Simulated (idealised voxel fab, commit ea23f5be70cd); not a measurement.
Herein follows the process module entitled voxel transistor to metal.
It is cross-section cut that appears here, measuring 210 nm in width, its square cells being 5 nm in size.
In what follows, cross-sections appear as grids of square cells, described through bands that run from the top down, where every band is one or more rows of cells.
The entry gives the band's vertical extent as a top height and a bottom height in nm, then its horizontal make-up as materials from left to right, each with a width in nm. "blank" stands for empty space; a single material marked "full width" fills the band edge to edge.
Measure heights from 0. That's the level where, below it, the as-received wafer is all one material. The lowest band is bottomless and extends downward; write it as in "0 and below".
Top row gets the first number, bottom row gets the second, and each row in between changes by the same step: that is how a band width like "30 to 40" works.
It should be understood that the words "left unchanged", when stated for a given step, signify that the cross-section underwent no change in any of its cells during that step.
"Sealed void inventory" means: voids of 8 cells or more that are shut off from the top with no open way through. Written width x height at distance, distance from the left edge, in nm.
Heads up: the bit after the settings on a step's line is the simulator's remark on that step.
You can add "overlay nm" to a step's line. For a step with a mask, it describes how far the mask lay to the right of its planned position, and a negative number describes a lay to the left.
Each pair of cross-sections that follows straddles one process step: the one shows the state before the step, the other the state after it, down to the lowest band that changed and no further. The step in question, and its settings, are given under the pair. Note that a pair is not necessarily a continuation of the pair above it, since pairs can come from different runs of this module on the same starting wafer; it is a continuation only where its entry headed "Pre-step snapshot" says so.

## Pre-step snapshot
* 90 down to 70: resist 65, blank 20, resist 55, blank 20, resist 50
* 70 down to 55: lowk full width
* 55 down to 50: SiCN full width
* 50 down to 40: SiO2 55, TiN 5, Ru 10, TiN 5, SiO2 55, TiN 5, Ru 10, TiN 5, SiO2 60
* 40 down to 30: SiO2 55, TiN 5, Ru 10, TiN 5, SiO2 5, SiN 10, SiCN 25, SiN 10, SiO2 5, TiN 5, Ru 10, TiN 5, SiO2 60
* 30 down to 5: SiO2 55, TiN 5, Ru 10, TiN 5, SiO2 5, SiN 10, polySi 25, SiN 10, SiO2 5, TiN 5, Ru 10, TiN 5, SiO2 60
* 5 down to 0: SiO2 40, SiN 10, SiO2 5, TiN 20, SiO2 5, SiN 10, polySi 25, SiN 10, SiO2 5, TiN 20, SiO2 5, SiN 10, SiO2 45
* 0 down to -5: SiO2 50, nSi 30, SiO2 45, nSi 30, SiO2 55
* -5 down to -40: SiO2 50, Si 105, SiO2 55
* -40 and below: Si full width
* Sealed void inventory: none

## Post-Step Section View
* 90 down to 70: resist 65, blank 20, resist 55, blank 20, resist 50
* 70 down to 55: lowk 65, blank 20, lowk 55, blank 20, lowk 50
* Below 55, the layers are the same as they were.
* Sealed void inventory: none
Which process step falls between the two cross-sections above? DIRECTIONAL_ETCH, etch materials lowk, depth nm 15

Pre-step snapshot: The initial state for this step is given by the after cross-section of the immediately preceding pair.

## Post-Step Section View
* 90 down to 70: resist 65, blank 20, resist 55, blank 20, resist 50
* 70 down to 55: lowk 65, blank 20, lowk 55, blank 20, lowk 50
* 55 down to 50: SiCN 65, blank 20, SiCN 55, blank 20, SiCN 50
* Below 50, the layers are the same as they were.
* Sealed void inventory: none
Which process step falls between the two cross-sections above? DIRECTIONAL_ETCH, etch materials SiCN, depth nm 5

Pre-step snapshot: The initial state for this step is given by the after cross-section of the immediately preceding pair.

## Post-Step Section View
* 70 down to 55: lowk 65, blank 20, lowk 55, blank 20, lowk 50
* Below 55, the layers are the same as they were.
* Sealed void inventory: none
Which process step falls between the two cross-sections above? STRIP, etch materials resist

Pre-step snapshot: The initial state for this step is given by the after cross-section of the immediately preceding pair.

## Post-Step Section View
* 75 down to 70: TiN 70, blank 10, TiN 65, blank 10, TiN 55
* 70 down to 55: lowk 65, TiN 5, blank 10, TiN 5, lowk 55, TiN 5, blank 10, TiN 5, lowk 50
* 55 down to 50: SiCN 65, TiN 20, SiCN 55, TiN 20, SiCN 50
* Below 50, the layers are the same as they were.
* Sealed void inventory: none
Which process step falls between the two cross-sections above? CONFORMAL_DEP, material TiN, thk nm 5

Pre-step snapshot: The initial state for this step is given by the after cross-section of the immediately preceding pair.

## Post-Step Section View
* 80 down to 75: W full width
* 75 down to 70: TiN 70, W 10, TiN 65, W 10, TiN 55
* 70 down to 55: lowk 65, TiN 5, W 10, TiN 5, lowk 55, TiN 5, W 10, TiN 5, lowk 50
* Below 55, the layers are the same as they were.
* Sealed void inventory: none
Which process step falls between the two cross-sections above? FILL_DEP, material W, thk nm 5

Pre-step snapshot: The initial state for this step is given by the after cross-section of the immediately preceding pair.

## Post-Step Section View
* 70 down to 55: lowk 65, TiN 5, W 10, TiN 5, lowk 55, TiN 5, W 10, TiN 5, lowk 50
* Below 55, the layers are the same as they were.
* Sealed void inventory: none
Which process step falls between the two cross-sections above? CMP, height nm 70

Pre-step snapshot: The initial state for this step is given by the after cross-section of the immediately preceding pair.

## Post-Step Section View
* 75 down to 70: SiN full width
* Below 70, the layers are the same as they were.
* Sealed void inventory: none
Which process step falls between the two cross-sections above? CONFORMAL_DEP, material SiN, thk nm 5

## Pre-step snapshot
* 5 down to 0: SiO2 40, blank 125, SiO2 45
* 0 down to -5: SiO2 full width
* -5 down to -40: SiO2 50, Si 105, SiO2 55
* -40 and below: Si full width
* Sealed void inventory: none

## Post-Step Section View
* 35 down to 30: SiCN 40, blank 125, SiCN 45
* 30 down to 5: SiCN full width
* 5 down to 0: SiO2 40, SiCN 125, SiO2 45
* Below 0, the layers are the same as they were.
* Sealed void inventory: none
Which process step falls between the two cross-sections above? DIRECTIONAL_DEP, material SiCN, thk nm 30

Pre-step snapshot: The initial state for this step is given by the after cross-section of the immediately preceding pair.

## Post-Step Section View
* 45 down to 40: SiCN 40, blank 125, SiCN 45
* 40 down to 5: SiCN full width
* Below 5, the layers are the same as they were.
* Sealed void inventory: none
Which process step falls between the two cross-sections above? DIRECTIONAL_DEP, material SiCN, thk nm 10

Pre-step snapshot: The initial state for this step is given by the after cross-section of the immediately preceding pair.

## Post-Step Section View
* 60 down to 45: blank 90, resist 25, blank 95
* 45 down to 40: SiCN 40, blank 50, resist 25, blank 50, SiCN 45
* Below 40, the layers are the same as they were.
* Sealed void inventory: none
Which process step falls between the two cross-sections above? PATTERN, tone cover, mask id GATE, material resist, width nm 25, thk nm 15, overlay nm 0

Pre-step snapshot: The initial state for this step is given by the after cross-section of the immediately preceding pair.

## Post-Step Section View
* 60 down to 40: blank 90, resist 25, blank 95
* 40 down to 25: blank 90, SiCN 25, blank 95
* 25 down to 20: SiCN 40, blank 50, SiCN 25, blank 50, SiCN 45
* Below 20, the layers are the same as they were.
* Sealed void inventory: none
Which process step falls between the two cross-sections above? DIRECTIONAL_ETCH, etch materials SiCN, depth nm 20

Pre-step snapshot: The initial state for this step is given by the after cross-section of the immediately preceding pair.

## Post-Step Section View
* 40 down to 25: blank 90, SiCN 25, blank 95
* Below 25, the layers are the same as they were.
* Sealed void inventory: none
Which process step falls between the two cross-sections above? STRIP, etch materials resist

Pre-step snapshot: The initial state for this step is given by the after cross-section of the immediately preceding pair.

## Post-Step Section View
* 50 down to 40: blank 80, SiN 45, blank 85
* 40 down to 35: blank 80, SiN 10, SiCN 25, SiN 10, blank 85
* 35 down to 30: SiN 50, blank 30, SiN 10, SiCN 25, SiN 10, blank 30, SiN 55
* 30 down to 25: SiN 90, SiCN 25, SiN 95
* 25 down to 20: SiCN 40, SiN 50, SiCN 25, SiN 50, SiCN 45
* Below 20, the layers are the same as they were.
* Sealed void inventory: none
Which process step falls between the two cross-sections above? CONFORMAL_DEP, material SiN, thk nm 10

Pre-step snapshot: The initial state for this step is given by the after cross-section of the immediately preceding pair.

## Post-Step Section View
* 40 down to 25: blank 80, SiN 10, SiCN 25, SiN 10, blank 85
* 25 down to 20: SiCN 40, SiN 10, blank 30, SiN 10, SiCN 25, SiN 10, blank 30, SiN 10, SiCN 45
* Below 20, the layers are the same as they were.
* Sealed void inventory: none
Which process step falls between the two cross-sections above? DIRECTIONAL_ETCH, etch materials SiN, depth nm 10

Pre-step snapshot: The initial state for this step is given by the after cross-section of the immediately preceding pair.

## Post-Step Section View
* 45 down to 40: SiO2 full width
* 40 down to 25: SiO2 80, SiN 10, SiCN 25, SiN 10, SiO2 85
* 25 down to 20: SiCN 40, SiN 10, SiO2 30, SiN 10, SiCN 25, SiN 10, SiO2 30, SiN 10, SiCN 45
* Below 20, the layers are the same as they were.
* Sealed void inventory: none
Which process step falls between the two cross-sections above? FILL_DEP, material SiO2, thk nm 5

Pre-step snapshot: The initial state for this step is given by the after cross-section of the immediately preceding pair.

## Post-Step Section View
* 40 down to 25: SiO2 80, SiN 10, SiCN 25, SiN 10, SiO2 85
* Below 25, the layers are the same as they were.
* Sealed void inventory: none
Which process step falls between the two cross-sections above? CMP, height nm 40

Pre-step snapshot: The initial state for this step is given by the after cross-section of the immediately preceding pair.

## Post-Step Section View
* 50 down to 40: SiO2 full width
* Below 40, the layers are the same as they were.
* Sealed void inventory: none
Which process step falls between the two cross-sections above? DIRECTIONAL_DEP, material SiO2, thk nm 10

Pre-step snapshot: The initial state for this step is given by the after cross-section of the immediately preceding pair.

## Post-Step Section View
* 60 down to 50: aC full width
* Below 50, the layers are the same as they were.
* Sealed void inventory: none
Which process step falls between the two cross-sections above? DIRECTIONAL_DEP, material aC, thk nm 10

Pre-step snapshot: The initial state for this step is given by the after cross-section of the immediately preceding pair.

## Post-Step Section View
* 90 down to 60: resist 55, blank 20, resist 55, blank 20, resist 60
* Below 60, the layers are the same as they were.
* Sealed void inventory: none
Which process step falls between the two cross-sections above? PATTERN, tone open, mask id CONTACT, material resist, width nm 20, pitch nm 75, thk nm 30, overlay nm 0

Pre-step snapshot: The initial state for this step is given by the after cross-section of the immediately preceding pair.

## Post-Step Section View
* 80 down to 60: resist 55, blank 20, resist 55, blank 20, resist 60
* 60 down to 50: aC 55, blank 20, aC 55, blank 20, aC 60
* Below 50, the layers are the same as they were.
* Sealed void inventory: none
Which process step falls between the two cross-sections above? DIRECTIONAL_ETCH, etch materials aC, depth nm 10

Pre-step snapshot: The initial state for this step is given by the after cross-section of the immediately preceding pair.

## Post-Step Section View
* 60 down to 50: aC 55, blank 20, aC 55, blank 20, aC 60
* Below 50, the layers are the same as they were.
* Sealed void inventory: none
Which process step falls between the two cross-sections above? STRIP, etch materials resist

Pre-step snapshot: The initial state for this step is given by the after cross-section of the immediately preceding pair.

## Post-Step Section View
* 60 down to 50: aC 55, blank 20, aC 55, blank 20, aC 60
* 50 down to 40: SiO2 55, blank 20, SiO2 55, blank 20, SiO2 60
* 40 down to 25: SiO2 55, blank 20, SiO2 5, SiN 10, SiCN 25, SiN 10, SiO2 5, blank 20, SiO2 60
* 25 down to 20: SiCN 40, SiN 10, SiO2 5, blank 20, SiO2 5, SiN 10, SiCN 25, SiN 10, SiO2 5, blank 20, SiO2 5, SiN 10, SiCN 45
* Below 20, the layers are the same as they were.
* Sealed void inventory: none
Which process step falls between the two cross-sections above? DIRECTIONAL_ETCH, etch materials SiO2, depth nm 50

Pre-step snapshot: The initial state for this step is given by the after cross-section of the immediately preceding pair.

## Post-Step Section View
* 50 down to 40: SiO2 55, blank 20, SiO2 55, blank 20, SiO2 60
* Below 40, the layers are the same as they were.
* Sealed void inventory: none
Which process step falls between the two cross-sections above? STRIP, etch materials aC

Pre-step snapshot: The initial state for this step is given by the after cross-section of the immediately preceding pair.

## Post-Step Section View
* 55 down to 50: TiN 60, blank 10, TiN 65, blank 10, TiN 65
* 50 down to 40: SiO2 55, TiN 5, blank 10, TiN 5, SiO2 55, TiN 5, blank 10, TiN 5, SiO2 60
* 40 down to 25: SiO2 55, TiN 5, blank 10, TiN 5, SiO2 5, SiN 10, SiCN 25, SiN 10, SiO2 5, TiN 5, blank 10, TiN 5, SiO2 60
* 25 down to 20: SiCN 40, SiN 10, SiO2 5, TiN 20, SiO2 5, SiN 10, SiCN 25, SiN 10, SiO2 5, TiN 20, SiO2 5, SiN 10, SiCN 45
* Below 20, the layers are the same as they were.
* Sealed void inventory: none
Which process step falls between the two cross-sections above? CONFORMAL_DEP, material TiN, thk nm 5

Pre-step snapshot: The initial state for this step is given by the after cross-section of the immediately preceding pair.

## Post-Step Section View
* 60 down to 55: Ru full width
* 55 down to 50: TiN 60, Ru 10, TiN 65, Ru 10, TiN 65
* 50 down to 40: SiO2 55, TiN 5, Ru 10, TiN 5, SiO2 55, TiN 5, Ru 10, TiN 5, SiO2 60
* 40 down to 25: SiO2 55, TiN 5, Ru 10, TiN 5, SiO2 5, SiN 10, SiCN 25, SiN 10, SiO2 5, TiN 5, Ru 10, TiN 5, SiO2 60
* Below 25, the layers are the same as they were.
* Sealed void inventory: none
Which process step falls between the two cross-sections above? FILL_DEP, material Ru, thk nm 5

Pre-step snapshot: The initial state for this step is given by the after cross-section of the immediately preceding pair.

## Post-Step Section View
* 50 down to 40: SiO2 55, TiN 5, Ru 10, TiN 5, SiO2 55, TiN 5, Ru 10, TiN 5, SiO2 60
* Below 40, the layers are the same as they were.
* Sealed void inventory: none
Which process step falls between the two cross-sections above? CMP, height nm 50

Pre-step snapshot: The initial state for this step is given by the after cross-section of the immediately preceding pair.

## Post-Step Section View
* 55 down to 50: SiCN full width
* Below 50, the layers are the same as they were.
* Sealed void inventory: none
Which process step falls between the two cross-sections above? CONFORMAL_DEP, material SiCN, thk nm 5

Pre-step snapshot: The initial state for this step is given by the after cross-section of the immediately preceding pair.

## Post-Step Section View
* 70 down to 55: lowk full width
* Below 55, the layers are the same as they were.
* Sealed void inventory: none
Which process step falls between the two cross-sections above? DIRECTIONAL_DEP, material lowk, thk nm 15

Pre-step snapshot: The initial state for this step is given by the after cross-section of the immediately preceding pair.

## Post-Step Section View
* 90 down to 70: resist 55, blank 20, resist 55, blank 20, resist 60
* Below 70, the layers are the same as they were.
* Sealed void inventory: none
Which process step falls between the two cross-sections above? PATTERN, tone open, mask id METAL_1, material resist, width nm 20, pitch nm 75, thk nm 20, overlay nm 0

Pre-step snapshot: The initial state for this step is given by the after cross-section of the immediately preceding pair.

## Post-Step Section View
* 90 down to 70: resist 55, blank 20, resist 55, blank 20, resist 60
* 70 down to 55: lowk 55, blank 20, lowk 55, blank 20, lowk 60
* Below 55, the layers are the same as they were.
* Sealed void inventory: none
Which process step falls between the two cross-sections above? DIRECTIONAL_ETCH, etch materials lowk, depth nm 15

Pre-step snapshot: The initial state for this step is given by the after cross-section of the immediately preceding pair.

## Post-Step Section View
* 90 down to 70: resist 55, blank 20, resist 55, blank 20, resist 60
* 70 down to 55: lowk 55, blank 20, lowk 55, blank 20, lowk 60
* 55 down to 50: SiCN 55, blank 20, SiCN 55, blank 20, SiCN 60
* Below 50, the layers are the same as they were.
* Sealed void inventory: none
Which process step falls between the two cross-sections above? DIRECTIONAL_ETCH, etch materials SiCN, depth nm 5

Pre-step snapshot: The initial state for this step is given by the after cross-section of the immediately preceding pair.

## Post-Step Section View
* 70 down to 55: lowk 55, blank 20, lowk 55, blank 20, lowk 60
* Below 55, the layers are the same as they were.
* Sealed void inventory: none
Which process step falls between the two cross-sections above? STRIP, etch materials resist

Pre-step snapshot: The initial state for this step is given by the after cross-section of the immediately preceding pair.

## Post-Step Section View
* 75 down to 70: TiN 60, blank 10, TiN 65, blank 10, TiN 65
* 70 down to 55: lowk 55, TiN 5, blank 10, TiN 5, lowk 55, TiN 5, blank 10, TiN 5, lowk 60
* 55 down to 50: SiCN 55, TiN 20, SiCN 55, TiN 20, SiCN 60
* Below 50, the layers are the same as they were.
* Sealed void inventory: none
Which process step falls between the two cross-sections above? CONFORMAL_DEP, material TiN, thk nm 5

Pre-step snapshot: The initial state for this step is given by the after cross-section of the immediately preceding pair.

## Post-Step Section View
* 80 down to 75: W full width
* 75 down to 70: TiN 60, W 10, TiN 65, W 10, TiN 65
* 70 down to 55: lowk 55, TiN 5, W 10, TiN 5, lowk 55, TiN 5, W 10, TiN 5, lowk 60
* Below 55, the layers are the same as they were.
* Sealed void inventory: none
Which process step falls between the two cross-sections above? FILL_DEP, material W, thk nm 5

Pre-step snapshot: The initial state for this step is given by the after cross-section of the immediately preceding pair.

## Post-Step Section View
* 70 down to 55: lowk 55, TiN 5, W 10, TiN 5, lowk 55, TiN 5, W 10, TiN 5, lowk 60
* Below 55, the layers are the same as they were.
* Sealed void inventory: none
Which process step falls between the two cross-sections above? CMP, height nm 70

Pre-step snapshot: The initial state for this step is given by the after cross-section of the immediately preceding pair.

## Post-Step Section View
* 75 down to 70: SiN full width
* Below 70, the layers are the same as they were.
* Sealed void inventory: none
Which process step falls between the two cross-sections above? CONFORMAL_DEP, material SiN, thk nm 5

## Pre-step snapshot
* 15 down to 5: SiN full width
* 5 down to 0: SiO2 full width
* 0 and below: Si full width
* Sealed void inventory: none

## Post-Step Section View
* 15 down to 5: SiN 45, blank 115, SiN 50
* Below 5, the layers are the same as they were.
* Sealed void inventory: none
Which process step falls between the two cross-sections above? MASKED_ETCH, tone open, mask id ACTIVE, width nm 115, etch materials SiN, depth nm 10, overlay nm 0

Pre-step snapshot: The initial state for this step is given by the after cross-section of the immediately preceding pair.

## Post-Step Section View
* 30 down to 15: SiO2 full width
* 15 down to 5: SiN 45, SiO2 115, SiN 50
* Below 5, the layers are the same as they were.
* Sealed void inventory: none
Which process step falls between the two cross-sections above? FILL_DEP, material SiO2, thk nm 15

Pre-step snapshot: The initial state for this step is given by the after cross-section of the immediately preceding pair.

## Post-Step Section View
* 15 down to 5: SiN 45, SiO2 115, SiN 50
* Below 5, the layers are the same as they were.
* Sealed void inventory: none
Which process step falls between the two cross-sections above? CMP, height nm 15

Pre-step snapshot: The initial state for this step is given by the after cross-section of the immediately preceding pair.

## Post-Step Section View
* 15 down to 10: SiN 45, blank 115, SiN 50
* Below 10, the layers are the same as they were.
* Sealed void inventory: none
Which process step falls between the two cross-sections above? SELECTIVE_ETCH, etch materials SiO2, depth nm 5

Pre-step snapshot: The initial state for this step is given by the after cross-section of the immediately preceding pair.

## Post-Step Section View
* 10 down to 5: blank 45, SiO2 115, blank 50
* Below 5, the layers are the same as they were.
* Sealed void inventory: none
Which process step falls between the two cross-sections above? STRIP, etch materials SiN

Pre-step snapshot: The initial state for this step is given by the after cross-section of the immediately preceding pair.

## Post-Step Section View
* 5 down to 0: blank 50, SiO2 105, blank 55
* Below 0, the layers are the same as they were.
* Sealed void inventory: none
Which process step falls between the two cross-sections above? SELECTIVE_ETCH, etch materials SiO2, depth nm 5

Pre-step snapshot: The initial state for this step is given by the after cross-section of the immediately preceding pair.

## Post-Step Section View
* 5 down to 0: blank 50, SiO2 105, blank 55
* 0 down to -5: SiO2 55, Si 95, SiO2 60
* Below -5, the layers are the same as they were.
* Sealed void inventory: none
Which process step falls between the two cross-sections above? OXIDIZE, depth nm 5

Pre-step snapshot: The initial state for this step is given by the after cross-section of the immediately preceding pair.

## Post-Step Section View
* 35 down to 30: blank 50, polySi 105, blank 55
* 30 down to 5: polySi full width
* 5 down to 0: polySi 50, SiO2 105, polySi 55
* Below 0, the layers are the same as they were.
* Sealed void inventory: none
Which process step falls between the two cross-sections above? DIRECTIONAL_DEP, material polySi, thk nm 30

Pre-step snapshot: The initial state for this step is given by the after cross-section of the immediately preceding pair.

## Post-Step Section View
* 45 down to 40: blank 50, SiCN 105, blank 55
* 40 down to 35: SiCN full width
* 35 down to 30: SiCN 50, polySi 105, SiCN 55
* Below 30, the layers are the same as they were.
* Sealed void inventory: none
Which process step falls between the two cross-sections above? DIRECTIONAL_DEP, material SiCN, thk nm 10

Pre-step snapshot: The initial state for this step is given by the after cross-section of the immediately preceding pair.

## Post-Step Section View
* 60 down to 45: blank 90, resist 25, blank 95
* Below 45, the layers are the same as they were.
* Sealed void inventory: none
Which process step falls between the two cross-sections above? PATTERN, tone cover, mask id GATE, material resist, width nm 25, thk nm 15, overlay nm 0

Pre-step snapshot: The initial state for this step is given by the after cross-section of the immediately preceding pair.

## Post-Step Section View
* 60 down to 45: blank 90, resist 25, blank 95
* 45 down to 35: blank 90, SiCN 25, blank 95
* 35 down to 30: blank 50, polySi 105, blank 55
* Below 30, the layers are the same as they were.
* Sealed void inventory: none
Which process step falls between the two cross-sections above? DIRECTIONAL_ETCH, etch materials SiCN, depth nm 20

Pre-step snapshot: The initial state for this step is given by the after cross-section of the immediately preceding pair.

## Post-Step Section View
* 60 down to 45: blank 90, resist 25, blank 95
* 45 down to 35: blank 90, SiCN 25, blank 95
* 35 down to 5: blank 90, polySi 25, blank 95
* 5 down to 0: blank 50, SiO2 105, blank 55
* Below 0, the layers are the same as they were.
* Sealed void inventory: none
Which process step falls between the two cross-sections above? DIRECTIONAL_ETCH, etch materials polySi, depth nm 40

Pre-step snapshot: The initial state for this step is given by the after cross-section of the immediately preceding pair.

## Post-Step Section View
* 45 down to 35: blank 90, SiCN 25, blank 95
* Below 35, the layers are the same as they were.
* Sealed void inventory: none
Which process step falls between the two cross-sections above? STRIP, etch materials resist

Pre-step snapshot: The initial state for this step is given by the after cross-section of the immediately preceding pair.

## Post-Step Section View
* 55 down to 45: blank 80, SiN 45, blank 85
* 45 down to 35: blank 80, SiN 10, SiCN 25, SiN 10, blank 85
* 35 down to 15: blank 80, SiN 10, polySi 25, SiN 10, blank 85
* 15 down to 10: blank 40, SiN 50, polySi 25, SiN 50, blank 45
* 10 down to 5: SiN 90, polySi 25, SiN 95
* 5 down to 0: SiN 50, SiO2 105, SiN 55
* Below 0, the layers are the same as they were.
* Sealed void inventory: none
Which process step falls between the two cross-sections above? CONFORMAL_DEP, material SiN, thk nm 10

Pre-step snapshot: The initial state for this step is given by the after cross-section of the immediately preceding pair.

## Post-Step Section View
* 45 down to 35: blank 80, SiN 10, SiCN 25, SiN 10, blank 85
* 35 down to 5: blank 80, SiN 10, polySi 25, SiN 10, blank 85
* 5 down to 0: blank 40, SiN 10, SiO2 105, SiN 10, blank 45
* Below 0, the layers are the same as they were.
* Sealed void inventory: none
Which process step falls between the two cross-sections above? DIRECTIONAL_ETCH, etch materials SiN, depth nm 10

Pre-step snapshot: The initial state for this step is given by the after cross-section of the immediately preceding pair.

## Post-Step Section View
* 45 down to 35: blank 80, SiN 10, SiCN 25, SiN 10, blank 85
* 35 down to 5: blank 80, SiN 10, polySi 25, SiN 10, blank 85
* 5 down to 0: blank 40, SiN 10, blank 30, SiO2 45, blank 30, SiN 10, blank 45
* 0 down to -5: blank 40, SiO2 15, Si 95, SiO2 15, blank 45
* Below -5, the layers are the same as they were.
* Sealed void inventory: none
Which process step falls between the two cross-sections above? DIRECTIONAL_ETCH, etch materials SiO2, depth nm 5

Pre-step snapshot: The initial state for this step is given by the after cross-section of the immediately preceding pair.

## Post-Step Section View
* 45 down to 35: blank 80, SiN 10, SiCN 25, SiN 10, blank 85
* 35 down to 5: blank 80, SiN 10, polySi 25, SiN 10, blank 85
* 5 down to 0: blank 40, SiN 10, nSi 30, SiO2 45, nSi 30, SiN 10, blank 45
* 0 down to -5: nSi 40, SiO2 15, Si 95, SiO2 15, nSi 45
* Below -5, the layers are the same as they were.
* Sealed void inventory: none
Which process step falls between the two cross-sections above? EPI, material nSi, thk nm 5

Pre-step snapshot: The initial state for this step is given by the after cross-section of the immediately preceding pair.

## Post-Step Section View
* 50 down to 45: SiO2 full width
* 45 down to 35: SiO2 80, SiN 10, SiCN 25, SiN 10, SiO2 85
* 35 down to 5: SiO2 80, SiN 10, polySi 25, SiN 10, SiO2 85
* 5 down to 0: SiO2 40, SiN 10, nSi 30, SiO2 45, nSi 30, SiN 10, SiO2 45
* Below 0, the layers are the same as they were.
* Sealed void inventory: none
Which process step falls between the two cross-sections above? FILL_DEP, material SiO2, thk nm 5

Pre-step snapshot: The initial state for this step is given by the after cross-section of the immediately preceding pair.

## Post-Step Section View
* 40 down to 35: SiO2 80, SiN 10, SiCN 25, SiN 10, SiO2 85
* Below 35, the layers are the same as they were.
* Sealed void inventory: none
Which process step falls between the two cross-sections above? CMP, height nm 40

Pre-step snapshot: The initial state for this step is given by the after cross-section of the immediately preceding pair.

## Post-Step Section View
* 50 down to 40: SiO2 full width
* Below 40, the layers are the same as they were.
* Sealed void inventory: none
Which process step falls between the two cross-sections above? DIRECTIONAL_DEP, material SiO2, thk nm 10

Pre-step snapshot: The initial state for this step is given by the after cross-section of the immediately preceding pair.

## Post-Step Section View
* 60 down to 50: aC full width
* Below 50, the layers are the same as they were.
* Sealed void inventory: none
Which process step falls between the two cross-sections above? DIRECTIONAL_DEP, material aC, thk nm 10

Pre-step snapshot: The initial state for this step is given by the after cross-section of the immediately preceding pair.

## Post-Step Section View
* 90 down to 60: resist 55, blank 20, resist 55, blank 20, resist 60
* Below 60, the layers are the same as they were.
* Sealed void inventory: none
Which process step falls between the two cross-sections above? PATTERN, tone open, mask id CONTACT, material resist, width nm 20, pitch nm 75, thk nm 30, overlay nm 0

Pre-step snapshot: The initial state for this step is given by the after cross-section of the immediately preceding pair.

## Post-Step Section View
* 80 down to 60: resist 55, blank 20, resist 55, blank 20, resist 60
* 60 down to 50: aC 55, blank 20, aC 55, blank 20, aC 60
* Below 50, the layers are the same as they were.
* Sealed void inventory: none
Which process step falls between the two cross-sections above? DIRECTIONAL_ETCH, etch materials aC, depth nm 10

Pre-step snapshot: The initial state for this step is given by the after cross-section of the immediately preceding pair.

## Post-Step Section View
* 60 down to 50: aC 55, blank 20, aC 55, blank 20, aC 60
* Below 50, the layers are the same as they were.
* Sealed void inventory: none
Which process step falls between the two cross-sections above? STRIP, etch materials resist

Pre-step snapshot: The initial state for this step is given by the after cross-section of the immediately preceding pair.

## Post-Step Section View
* 60 down to 50: aC 55, blank 20, aC 55, blank 20, aC 60
* 50 down to 40: SiO2 55, blank 20, SiO2 55, blank 20, SiO2 60
* 40 down to 35: SiO2 55, blank 20, SiO2 5, SiN 10, SiCN 25, SiN 10, SiO2 5, blank 20, SiO2 60
* 35 down to 5: SiO2 55, blank 20, SiO2 5, SiN 10, polySi 25, SiN 10, SiO2 5, blank 20, SiO2 60
* Below 5, the layers are the same as they were.
* Sealed void inventory: none
Which process step falls between the two cross-sections above? DIRECTIONAL_ETCH, etch materials SiO2, depth nm 50

Pre-step snapshot: The initial state for this step is given by the after cross-section of the immediately preceding pair.

## Post-Step Section View
* 50 down to 40: SiO2 55, blank 20, SiO2 55, blank 20, SiO2 60
* Below 40, the layers are the same as they were.
* Sealed void inventory: none
Which process step falls between the two cross-sections above? STRIP, etch materials aC

Pre-step snapshot: The initial state for this step is given by the after cross-section of the immediately preceding pair.

## Post-Step Section View
* 55 down to 50: TiN 60, blank 10, TiN 65, blank 10, TiN 65
* 50 down to 40: SiO2 55, TiN 5, blank 10, TiN 5, SiO2 55, TiN 5, blank 10, TiN 5, SiO2 60
* 40 down to 35: SiO2 55, TiN 5, blank 10, TiN 5, SiO2 5, SiN 10, SiCN 25, SiN 10, SiO2 5, TiN 5, blank 10, TiN 5, SiO2 60
* 35 down to 10: SiO2 55, TiN 5, blank 10, TiN 5, SiO2 5, SiN 10, polySi 25, SiN 10, SiO2 5, TiN 5, blank 10, TiN 5, SiO2 60
* 10 down to 5: SiO2 55, TiN 20, SiO2 5, SiN 10, polySi 25, SiN 10, SiO2 5, TiN 20, SiO2 60
* Below 5, the layers are the same as they were.
* Sealed void inventory: none
Which process step falls between the two cross-sections above? CONFORMAL_DEP, material TiN, thk nm 5

Pre-step snapshot: The initial state for this step is given by the after cross-section of the immediately preceding pair.

## Post-Step Section View
* 60 down to 55: Ru full width
* 55 down to 50: TiN 60, Ru 10, TiN 65, Ru 10, TiN 65
* 50 down to 40: SiO2 55, TiN 5, Ru 10, TiN 5, SiO2 55, TiN 5, Ru 10, TiN 5, SiO2 60
* 40 down to 35: SiO2 55, TiN 5, Ru 10, TiN 5, SiO2 5, SiN 10, SiCN 25, SiN 10, SiO2 5, TiN 5, Ru 10, TiN 5, SiO2 60
* 35 down to 10: SiO2 55, TiN 5, Ru 10, TiN 5, SiO2 5, SiN 10, polySi 25, SiN 10, SiO2 5, TiN 5, Ru 10, TiN 5, SiO2 60
* Below 10, the layers are the same as they were.
* Sealed void inventory: none
Which process step falls between the two cross-sections above? FILL_DEP, material Ru, thk nm 5

Pre-step snapshot: The initial state for this step is given by the after cross-section of the immediately preceding pair.

## Post-Step Section View
* 50 down to 40: SiO2 55, TiN 5, Ru 10, TiN 5, SiO2 55, TiN 5, Ru 10, TiN 5, SiO2 60
* Below 40, the layers are the same as they were.
* Sealed void inventory: none
Which process step falls between the two cross-sections above? CMP, height nm 50

Pre-step snapshot: The initial state for this step is given by the after cross-section of the immediately preceding pair.

## Post-Step Section View
* 55 down to 50: SiCN full width
* Below 50, the layers are the same as they were.
* Sealed void inventory: none
Which process step falls between the two cross-sections above? CONFORMAL_DEP, material SiCN, thk nm 5

Pre-step snapshot: The initial state for this step is given by the after cross-section of the immediately preceding pair.

## Post-Step Section View
* 70 down to 55: lowk full width
* Below 55, the layers are the same as they were.
* Sealed void inventory: none
Which process step falls between the two cross-sections above? DIRECTIONAL_DEP, material lowk, thk nm 15

Pre-step snapshot: The initial state for this step is given by the after cross-section of the immediately preceding pair.

## Post-Step Section View
* 90 down to 70: resist 55, blank 20, resist 55, blank 20, resist 60
* Below 70, the layers are the same as they were.
* Sealed void inventory: none
Which process step falls between the two cross-sections above? PATTERN, tone open, mask id METAL_1, material resist, width nm 20, pitch nm 75, thk nm 20, overlay nm 0

Pre-step snapshot: The initial state for this step is given by the after cross-section of the immediately preceding pair.

## Post-Step Section View
* 90 down to 70: resist 55, blank 20, resist 55, blank 20, resist 60
* 70 down to 55: lowk 55, blank 20, lowk 55, blank 20, lowk 60
* Below 55, the layers are the same as they were.
* Sealed void inventory: none
Which process step falls between the two cross-sections above? DIRECTIONAL_ETCH, etch materials lowk, depth nm 15

Pre-step snapshot: The initial state for this step is given by the after cross-section of the immediately preceding pair.

## Post-Step Section View
* 90 down to 70: resist 55, blank 20, resist 55, blank 20, resist 60
* 70 down to 55: lowk 55, blank 20, lowk 55, blank 20, lowk 60
* 55 down to 50: SiCN 55, blank 20, SiCN 55, blank 20, SiCN 60
* Below 50, the layers are the same as they were.
* Sealed void inventory: none
Which process step falls between the two cross-sections above? DIRECTIONAL_ETCH, etch materials SiCN, depth nm 5
